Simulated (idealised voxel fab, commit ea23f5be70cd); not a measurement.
You're looking at the process module voxel transistor to metal.
cross-section cut | 170 nm wide | cells 5 nm
Bands, listed from the top down, are how a cross-section gets written in this document; the cross-section itself is a grid of square cells, and a band is one or more rows of them. Basically the band line says how high the top is and how high the bottom is, in nm, and then what's in it from left to right, every material with its width in nm. Empty space shows up as "air", and if a single material carries "throughout" it runs the full band edge to edge. The reference from which all heights are counted is 0, the level beneath which the as-received wafer is entirely one material; the lowest band, having no lower bound, proceeds downward and is written after the example "z 0 and below". A width such as "30..40" changes by the same amount from each row of cells to the next, from the band's top row to its bottom row. "no change" after a step means that no cell of the cross-section changed. The entry titled "Voids, fully enclosed" provides the empty spaces that have no open way to the top, restricted to those of 8 cells or more. Each is presented as width x height at distance, the distance being measured from the left edge, with all three in nm. Whatever follows a step's settings on its line is a remark the simulator itself makes about that step. Steps that use a mask can have "overlay nm" on their line. It says how far the mask sat to the right of where it was meant to be. Negative means to the left.
Intended process steps:
1 RECEIVE: material Si
2 CONFORMAL_DEP: material SiO2, thk nm 5
3 CONFORMAL_DEP: material SiN, thk nm 15
4 MASKED_ETCH: tone cover, mask id ACTIVE, width nm 95, etch materials SiN, depth nm 15, overlay nm 0
5 MASKED_ETCH: tone cover, mask id ACTIVE, width nm 95, etch materials SiO2, depth nm 5, overlay nm 0
6 MASKED_ETCH: tone cover, mask id ACTIVE, width nm 95, etch materials Si, depth nm 20, overlay nm 0
7 OXIDIZE: depth nm 5
8 FILL_DEP: material SiO2, thk nm 15
9 CMP: height nm 20
10 SELECTIVE_ETCH: etch materials SiO2, depth nm 10
11 STRIP: etch materials SiN
12 SELECTIVE_ETCH: etch materials SiO2, depth nm 5
13 OXIDIZE: depth nm 5
14 DIRECTIONAL_DEP: material polySi, thk nm 30
15 DIRECTIONAL_DEP: material SiCN, thk nm 10
16 PATTERN: tone cover, mask id GATE, material resist, width nm 15, thk nm 20, overlay nm 0
17 DIRECTIONAL_ETCH: etch materials SiCN, depth nm 20
18 DIRECTIONAL_ETCH: etch materials polySi, depth nm 40
19 STRIP: etch materials resist
20 CONFORMAL_DEP: material SiN, thk nm 10
21 DIRECTIONAL_ETCH: etch materials SiN, depth nm 10
22 DIRECTIONAL_ETCH: etch materials SiO2, depth nm 5
23 DIRECTIONAL_ETCH: etch materials Si, depth nm 5
24 EPI: material pSi, thk nm 10
25 FILL_DEP: material SiO2, thk nm 5
26 CMP: height nm 40
27 DIRECTIONAL_DEP: material SiO2, thk nm 15
28 MASKED_ETCH: tone open, mask id CONTACT, width nm 15, pitch nm 60, etch materials SiO2, depth nm 55, overlay nm 0
29 CONFORMAL_DEP: material TiN, thk nm 5
30 FILL_DEP: material Ru, thk nm 10
31 CMP: height nm 55
32 CONFORMAL_DEP: material SiN, thk nm 5
33 DIRECTIONAL_DEP: material SiO2, thk nm 25
34 PATTERN: tone open, mask id METAL_1, material resist, width nm 15, pitch nm 60, thk nm 15, overlay nm 0
35 DIRECTIONAL_ETCH: etch materials SiO2, depth nm 25
36 DIRECTIONAL_ETCH: etch materials SiN, depth nm 5
37 STRIP: etch materials resist
38 CONFORMAL_DEP: material TiN, thk nm 5
39 FILL_DEP: material Cu, thk nm 5
40 CMP: height nm 85
41 CONFORMAL_DEP: material SiCN, thk nm 5
Wafer at receipt (post step 1), cross-section:
* z 0 and below = Si throughout
* Voids, fully enclosed: none
The cross-section shown corresponds to the wafer at the conclusion of the module. The initial structure and the process plan are those presented above; however, one mistake occurred in executing the plan:
* z 90 to 85 = SiCN throughout
* z 85 to 60 = SiO2=45 / TiN=5 / Cu=5 / TiN=5 / SiO2=45 / TiN=5 / Cu=5 / TiN=5 / SiO2=50
* z 60 to 55 = SiN=45 / TiN=15 / SiN=45 / TiN=15 / SiN=50
* z 55 to 40 = SiO2=45 / TiN=5 / Ru=5 / TiN=5 / SiO2=45 / TiN=5 / Ru=5 / TiN=5 / SiO2=50
* z 40 to 30 = SiO2=45 / TiN=5 / Ru=5 / TiN=5 / SiO2=5 / SiN=10 / SiCN=15 / SiN=10 / SiO2=5 / TiN=5 / Ru=5 / TiN=5 / SiO2=50
* z 30 to 10 = SiO2=45 / TiN=5 / Ru=5 / TiN=5 / SiO2=5 / SiN=10 / polySi=15 / SiN=10 / SiO2=5 / TiN=5 / Ru=5 / TiN=5 / SiO2=50
* z 10 to 5 = SiO2=45 / TiN=15 / SiO2=5 / SiN=10 / polySi=15 / SiN=10 / SiO2=5 / TiN=15 / SiO2=50
* z 5 to 0 = SiO2=30 / SiN=10 / SiO2=5 / TiN=10 / pSi=10 / SiN=10 / polySi=15 / SiN=10 / pSi=10 / TiN=10 / SiO2=5 / SiN=10 / SiO2=35
* z 0 to -5 = SiO2=55 / pSi=10 / SiO2=35 / pSi=10 / SiO2=60
* z -5 to -10 = SiO2=55 / pSi=10 / Si=35 / pSi=10 / SiO2=60
* z -10 to -20 = SiO2=40 / pSi=25 / Si=35 / pSi=25 / SiO2=45
* z -20 to -25 = SiO2=40 / Si=85 / SiO2=45
* z -25 and below = Si throughout
* Voids, fully enclosed: none
What broke from the plan during processing? step 23 ran as: DIRECTIONAL_ETCH: etch materials Si, depth nm 15
